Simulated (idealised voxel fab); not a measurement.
process module | voxel ribs on slabs
cross-section cut | 180 nm wide | cells 5 nm
A cross-section is a grid of square cells, given in bands from the top down. A band is one or more rows of cells.
Each band's line starts with the height of the band's top and of its bottom, in nm. Then come its materials from left to right, each with its width in nm. One material with "throughout" fills the band from edge to edge. "air" is empty space.
Height 0 is the level under which the wafer as received is all one material. The lowest band goes on downwards, as in "0 down".
A width such as "30 to 40" changes by the same amount from each row of cells to the next, from the band's top row to its bottom row.
"no change" after a step means that no cell of the cross-section changed.
closed voids: empty space of 8 cells or more with no open way to the top, each as width x height at its distance from the left edge, in nm
after a step's settings: what the simulator itself notes on the step
overlay nm, on a step with a mask: how far to the right of its planned place the mask lay; to the left if negative
plan
1 op RECEIVE | material Si
2 op DIRECTIONAL_DEP | material SiO2 | thk nm 30
3 op DIRECTIONAL_DEP | material SiN | thk nm 20
4 op DIRECTIONAL_DEP | material aC | thk nm 15
5 op PATTERN | tone cover | mask id RIB | material resist | width nm 25 | thk nm 30 | overlay nm 0
6 op DIRECTIONAL_ETCH | etch materials aC | depth nm 15
7 op STRIP | etch materials resist
8 op DIRECTIONAL_ETCH | etch materials SiN | depth nm 10
9 op STRIP | etch materials aC
10 op DIRECTIONAL_DEP | material aC | thk nm 15
11 op PATTERN | tone cover | mask id SLAB | material resist | width nm 75 | thk nm 30 | overlay nm 0
12 op DIRECTIONAL_ETCH | etch materials aC | depth nm 15
13 op STRIP | etch materials resist
14 op DIRECTIONAL_ETCH | etch materials SiN | depth nm 10
15 op STRIP | etch materials aC
16 op FILL_DEP | material SiO2 | thk nm 25
17 op CMP | height nm 65
18 op DIRECTIONAL_DEP | material W | thk nm 5
19 op PATTERN | tone cover | mask id HEATER | material resist | width nm 35 | thk nm 15 | overlay nm 0
20 op DIRECTIONAL_ETCH | etch materials W | depth nm 5
21 op STRIP | etch materials resist
22 op CONFORMAL_DEP | material SiO2 | thk nm 10
first wafer, as planned
as received, after step 1
  0 down: Si throughout
  closed voids: none
after step 2
  30 to 0: SiO2 throughout
  below 0: unchanged
after step 3
  50 to 30: SiN throughout
  below 30: unchanged
after step 4
  65 to 50: aC throughout
  below 50: unchanged
after step 5
  95 to 65: air 75 | resist 25 | air 80
  below 65: unchanged
after step 6
  80 to 65: air 75 | resist 25 | air 80
  65 to 50: air 75 | aC 25 | air 80
  below 50: unchanged
after step 7
  65 to 50: air 75 | aC 25 | air 80
  below 50: unchanged
after step 8
  65 to 50: air 75 | aC 25 | air 80
  50 to 40: air 75 | SiN 25 | air 80
  below 40: unchanged
after step 9
  50 to 40: air 75 | SiN 25 | air 80
  below 40: unchanged
after step 10
  65 to 55: air 75 | aC 25 | air 80
  55 to 50: aC throughout
  50 to 40: aC 75 | SiN 25 | aC 80
  below 40: unchanged
after step 11
  95 to 65: air 50 | resist 75 | air 55
  65 to 55: air 50 | resist 25 | aC 25 | resist 25 | air 55
  below 55: unchanged
after step 12
  80 to 65: air 50 | resist 75 | air 55
  65 to 55: air 50 | resist 25 | aC 25 | resist 25 | air 55
  55 to 50: air 50 | aC 75 | air 55
  50 to 40: air 50 | aC 25 | SiN 25 | aC 25 | air 55
  below 40: unchanged
after step 13
  65 to 55: air 75 | aC 25 | air 80
  below 55: unchanged
after step 14
  65 to 55: air 75 | aC 25 | air 80
  55 to 50: air 50 | aC 75 | air 55
  50 to 40: air 50 | aC 25 | SiN 25 | aC 25 | air 55
  40 to 30: air 50 | SiN 75 | air 55
  below 30: unchanged
after step 15
  50 to 40: air 75 | SiN 25 | air 80
  below 40: unchanged
after step 16
  75 to 50: SiO2 throughout
  50 to 40: SiO2 75 | SiN 25 | SiO2 80
  40 to 30: SiO2 50 | SiN 75 | SiO2 55
  below 30: unchanged
after step 17
  65 to 50: SiO2 throughout
  below 50: unchanged
after step 18
  70 to 65: W throughout
  below 65: unchanged
after step 19
  85 to 70: air 70 | resist 35 | air 75
  below 70: unchanged
after step 20
  85 to 70: air 70 | resist 35 | air 75
  70 to 65: air 70 | W 35 | air 75
  below 65: unchanged
after step 21
  70 to 65: air 70 | W 35 | air 75
  below 65: unchanged
after step 22
  80 to 75: air 60 | SiO2 55 | air 65
  75 to 70: SiO2 throughout
  70 to 65: SiO2 70 | W 35 | SiO2 75
  below 65: unchanged
second wafer: like start, like plan, one mistake. Through step 4 it matches the first wafer
when step 5 should have ended
  95 to 65: resist 75 | air 25 | resist 80
  below 65: unchanged
when step 6 should have ended
  80 to 65: resist 75 | air 25 | resist 80
  65 to 50: aC 75 | air 25 | aC 80
  below 50: unchanged
when step 7 should have ended
  65 to 50: aC 75 | air 25 | aC 80
  below 50: unchanged
when step 8 should have ended
  65 to 50: aC 75 | air 25 | aC 80
  50 to 40: SiN 75 | air 25 | SiN 80
  below 40: unchanged
when step 9 should have ended
  50 to 40: SiN 75 | air 25 | SiN 80
  below 40: unchanged
when step 10 should have ended
  65 to 55: aC 75 | air 25 | aC 80
  55 to 50: aC throughout
  50 to 40: SiN 75 | aC 25 | SiN 80
  below 40: unchanged
when step 11 should have ended
  95 to 65: air 50 | resist 75 | air 55
  65 to 55: aC 75 | resist 25 | aC 80
  below 55: unchanged
when step 12 should have ended
  80 to 65: air 50 | resist 75 | air 55
  65 to 55: air 50 | aC 25 | resist 25 | aC 25 | air 55
  55 to 50: air 50 | aC 75 | air 55
  below 50: unchanged
when step 13 should have ended
  65 to 55: air 50 | aC 25 | air 25 | aC 25 | air 55
  below 55: unchanged
when step 14 should have ended
  65 to 55: air 50 | aC 25 | air 25 | aC 25 | air 55
  55 to 50: air 50 | aC 75 | air 55
  50 to 40: air 50 | SiN 25 | aC 25 | SiN 25 | air 55
  below 40: unchanged
when step 15 should have ended
  50 to 40: air 50 | SiN 25 | air 25 | SiN 25 | air 55
  below 40: unchanged
when step 16 should have ended
  75 to 50: SiO2 throughout
  50 to 40: SiO2 50 | SiN 25 | SiO2 25 | SiN 25 | SiO2 55
  below 40: unchanged
when step 17 should have ended
  65 to 50: SiO2 throughout
  below 50: unchanged
when step 18 should have ended
  70 to 65: W throughout
  below 65: unchanged
when step 19 should have ended
  85 to 70: air 70 | resist 35 | air 75
  below 70: unchanged
when step 20 should have ended
  85 to 70: air 70 | resist 35 | air 75
  70 to 65: air 70 | W 35 | air 75
  below 65: unchanged
when step 21 should have ended
  70 to 65: air 70 | W 35 | air 75
  below 65: unchanged
when step 22 should have ended
  80 to 75: air 60 | SiO2 55 | air 65
  75 to 70: SiO2 throughout
  70 to 65: SiO2 70 | W 35 | SiO2 75
  below 65: unchanged
what went wrong: step 5 ran as: op PATTERN | tone open | mask id RIB | material resist | width nm 25 | thk nm 30 | overlay nm 0
at the end the second wafer has, in cells: 52 more of SiN | 52 fewer of SiO2
